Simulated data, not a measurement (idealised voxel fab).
The document below concerns the process module designated voxel gate over fins.
FYI the section here is cut, 240 nm wide, cells are 5 nm squares.
Throughout this document, each cross-section is represented as a grid of square cells and is presented as a sequence of bands enumerated from the top downward, where a band comprises one or more rows of cells. Within each band entry, the heights of the top and of the bottom of the band appear first, in that order and in nm; the materials of the band then follow from left to right, each with its corresponding width in nm. The designation "throughout" on a single material indicates that it fills the band from edge to edge; the designation "empty" indicates empty space. For the purposes of this specification, 0 denotes the height below which the wafer in its as-received condition is composed wholly of one material, and the lowermost band, lacking a lower limit, extends downward without end, as expressed in "z 0 and below". Top row gets the first number, bottom row gets the second, and each row in between changes by the same step: that is how a band width like "30..40" works. When a step is marked "no change occurred", none of the cells in the cross-section changed during that step. For the entry "Unvented internal voids", the listed items are empty spaces with no open way to the top whose size is 8 cells or more; each item follows the pattern width x height at distance, where distance is from the left edge and all three are in nm. after a step's settings: what the simulator itself notes on the step. The setting "overlay nm" may be written on the line of a step. When the step uses a mask, the value reports how far to the right of the planned place the mask lay, and a negative value reports that it lay to the left.

[The process steps that were planned are listed below]
1. RECEIVE (material Si)
2. CONFORMAL_DEP (material SiN; thk nm 5)
3. PATTERN (tone cover; mask id FINS; material resist; width nm 15; pitch nm 60; thk nm 20; overlay nm 0)
4. DIRECTIONAL_ETCH (etch materials SiN; depth nm 5)
5. DIRECTIONAL_ETCH (etch materials Si; depth nm 40)
6. STRIP (etch materials resist)
7. FILL_DEP (material SiO2; thk nm 10)
8. CMP (height nm 5)
9. MASKED_ETCH (tone open; mask id RAIL; width nm 15; etch materials SiO2; depth nm 40; overlay nm 0)
10. CONFORMAL_DEP (material TiN; thk nm 5)
11. FILL_DEP (material W; thk nm 10)
12. CMP (height nm 5)
13. SELECTIVE_ETCH (etch materials W Ru TiN; depth nm 30)
14. FILL_DEP (material SiO2; thk nm 5)
15. CMP (height nm 5)
16. SELECTIVE_ETCH (etch materials SiO2; depth nm 20)
17. STRIP (etch materials SiN)
18. CONFORMAL_DEP (material HfO2; thk nm 5)
19. CONFORMAL_DEP (material TiN; thk nm 5)
20. FILL_DEP (material W; thk nm 10)
21. CMP (height nm 15)
22. CONFORMAL_DEP (material SiN; thk nm 10)

[Received-state cross-section, reflecting completion of step 1]
z 0 and below = Si throughout
Unvented internal voids: none

[Wafer cross-section at module end: first of two, run to plan]
z 25 to 15 = SiN throughout
z 15 to 10 = W throughout
z 10 to 5 = W (10) | TiN (35) | W (25) | TiN (35) | W (25) | TiN (35) | W (25) | TiN (35) | W (15)
z 5 to 0 = W (10) | TiN (5) | HfO2 (25) | TiN (5) | W (25) | TiN (5) | HfO2 (25) | TiN (5) | W (25) | TiN (5) | HfO2 (25) | TiN (5) | W (25) | TiN (5) | HfO2 (25) | TiN (5) | W (15)
z 0 to -5 = W (10) | TiN (5) | HfO2 (5) | Si (15) | HfO2 (5) | TiN (5) | W (25) | TiN (5) | HfO2 (5) | Si (15) | HfO2 (5) | TiN (5) | W (25) | TiN (5) | HfO2 (5) | Si (15) | HfO2 (5) | TiN (5) | W (25) | TiN (5) | HfO2 (5) | Si (15) | HfO2 (5) | TiN (5) | W (15)
z -5 to -10 = TiN (15) | HfO2 (5) | Si (15) | HfO2 (5) | TiN (35) | HfO2 (5) | Si (15) | HfO2 (5) | TiN (35) | HfO2 (5) | Si (15) | HfO2 (5) | TiN (35) | HfO2 (5) | Si (15) | HfO2 (5) | TiN (20)
z -10 to -15 = HfO2 (20) | Si (15) | HfO2 (45) | Si (15) | HfO2 (45) | Si (15) | HfO2 (45) | Si (15) | HfO2 (25)
z -15 to -25 = SiO2 (20) | Si (15) | SiO2 (45) | Si (15) | SiO2 (45) | Si (15) | SiO2 (45) | Si (15) | SiO2 (25)
z -25 to -30 = SiO2 (20) | Si (15) | SiO2 (15) | TiN (5) | W (5) | TiN (5) | SiO2 (15) | Si (15) | SiO2 (45) | Si (15) | SiO2 (45) | Si (15) | SiO2 (25)
z -30 to -35 = SiO2 (20) | Si (15) | SiO2 (15) | TiN (15) | SiO2 (15) | Si (15) | SiO2 (45) | Si (15) | SiO2 (45) | Si (15) | SiO2 (25)
z -35 to -40 = SiO2 (20) | Si (15) | SiO2 (45) | Si (15) | SiO2 (45) | Si (15) | SiO2 (45) | Si (15) | SiO2 (25)
z -40 and below = Si throughout
Unvented internal voids: none

[Wafer two (of two), end-of-module cross-section: start = wafer one, plan = wafer one, one run mistake]
z 25 to 15 = SiN throughout
z 15 to 10 = W throughout
z 10 to 5 = W (10) | TiN (35) | W (25) | TiN (35) | W (25) | TiN (35) | W (25) | TiN (35) | W (15)
z 5 to 0 = W (10) | TiN (5) | HfO2 (25) | TiN (5) | W (25) | TiN (5) | HfO2 (25) | TiN (5) | W (25) | TiN (5) | HfO2 (25) | TiN (5) | W (25) | TiN (5) | HfO2 (25) | TiN (5) | W (15)
z 0 to -5 = W (10) | TiN (5) | HfO2 (5) | Si (15) | HfO2 (5) | TiN (35) | HfO2 (5) | Si (15) | HfO2 (5) | TiN (5) | W (25) | TiN (5) | HfO2 (5) | Si (15) | HfO2 (5) | TiN (5) | W (25) | TiN (5) | HfO2 (5) | Si (15) | HfO2 (5) | TiN (5) | W (15)
z -5 to -10 = TiN (15) | HfO2 (5) | Si (15) | HfO2 (5) | TiN (5) | HfO2 (25) | TiN (5) | HfO2 (5) | Si (15) | HfO2 (5) | TiN (35) | HfO2 (5) | Si (15) | HfO2 (5) | TiN (35) | HfO2 (5) | Si (15) | HfO2 (5) | TiN (20)
z -10 to -15 = HfO2 (20) | Si (15) | HfO2 (15) | TiN (5) | W (5) | TiN (5) | HfO2 (15) | Si (15) | HfO2 (45) | Si (15) | HfO2 (45) | Si (15) | HfO2 (25)
z -15 to -30 = SiO2 (20) | Si (15) | SiO2 (15) | TiN (5) | W (5) | TiN (5) | SiO2 (15) | Si (15) | SiO2 (45) | Si (15) | SiO2 (45) | Si (15) | SiO2 (25)
z -30 to -35 = SiO2 (20) | Si (15) | SiO2 (15) | TiN (15) | SiO2 (15) | Si (15) | SiO2 (45) | Si (15) | SiO2 (45) | Si (15) | SiO2 (25)
z -35 to -40 = SiO2 (20) | Si (15) | SiO2 (45) | Si (15) | SiO2 (45) | Si (15) | SiO2 (45) | Si (15) | SiO2 (25)
z -40 and below = Si throughout
Unvented internal voids: none
Nonconformance to the process plan: step 12 of the plan got skipped, so it never ran
Wrapping up, a cell-based count of both wafers puts the second over or under the first for these materials: +2 HfO2, -6 SiO2, +6 TiN, -2 W
